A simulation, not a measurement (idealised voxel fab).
Herein follows the process module entitled voxel released beams.
The cross-section shown here is cut; it is 140 nm wide and divided into square cells measuring 5 nm on a side.
A cross-section is written here as square cells arranged in a grid, and it is given in bands from the top down, each band taking up one or more rows of cells. Per band: top height and bottom height in nm, followed by the left-to-right materials and their widths in nm; "everywhere" marks a single material spanning edge to edge, "empty" marks empty space. Heights are reckoned from 0. Under this level, the received wafer is all of one material. The bottommost band is open-ended downward, for example "0 nm and below". A width such as "30->40" changes by the same amount from each row of cells to the next, from the band's top row to its bottom row. Key: "no modifications" - step with no changed cell in the cross-section. Look at "Enclosed internal voids" for the closed voids: empty spaces with no open path to the top, sized 8 cells or up. Each is width x height at distance, distance from the left edge, all nm. Read whatever lies past the settings on a step's line as the simulator's own remark about the step. "overlay nm" on a masked step: distance the mask lay right of its planned place, negative for left.
[Steps planned for the process]
1. RECEIVE [material Si]
2. CONFORMAL_DEP [material Al2O3] [thk nm 5]
3. DIRECTIONAL_DEP [material SiO2] [thk nm 15]
4. PATTERN [tone open] [mask id ANCHOR] [material resist] [width nm 30] [thk nm 15] [overlay nm 0]
5. DIRECTIONAL_ETCH [etch materials SiO2] [depth nm 15]
6. STRIP [etch materials resist]
7. CONFORMAL_DEP [material W] [thk nm 10]
8. MASKED_ETCH [tone cover] [mask id BEAM] [width nm 85] [etch materials W] [depth nm 10] [overlay nm 0]
9. STRIP [etch materials SiO2]
[As-received wafer cross-section (after step 1)]
0 nm and below | Si everywhere
Enclosed internal voids: none
[Post-module cross-section: identical start and plan to those above, one misstep in execution]
30 nm to 20 nm | 25 nm empty; 10 nm W; 10 nm empty; 65 nm W; 30 nm empty
20 nm to 15 nm | 25 nm empty; 10 nm W; 10 nm empty; 10 nm W; 85 nm empty
15 nm to 5 nm | 25 nm empty; 30 nm W; 85 nm empty
5 nm to 0 nm | Al2O3 everywhere
0 nm and below | Si everywhere
Enclosed internal voids: none
It is concluded that the wafer was processed incorrectly with respect to the plan, in that step 4 went in with a setting other than planned; the actual run was PATTERN [tone open] [mask id ANCHOR] [material resist] [width nm 30] [thk nm 15] [overlay nm -5]
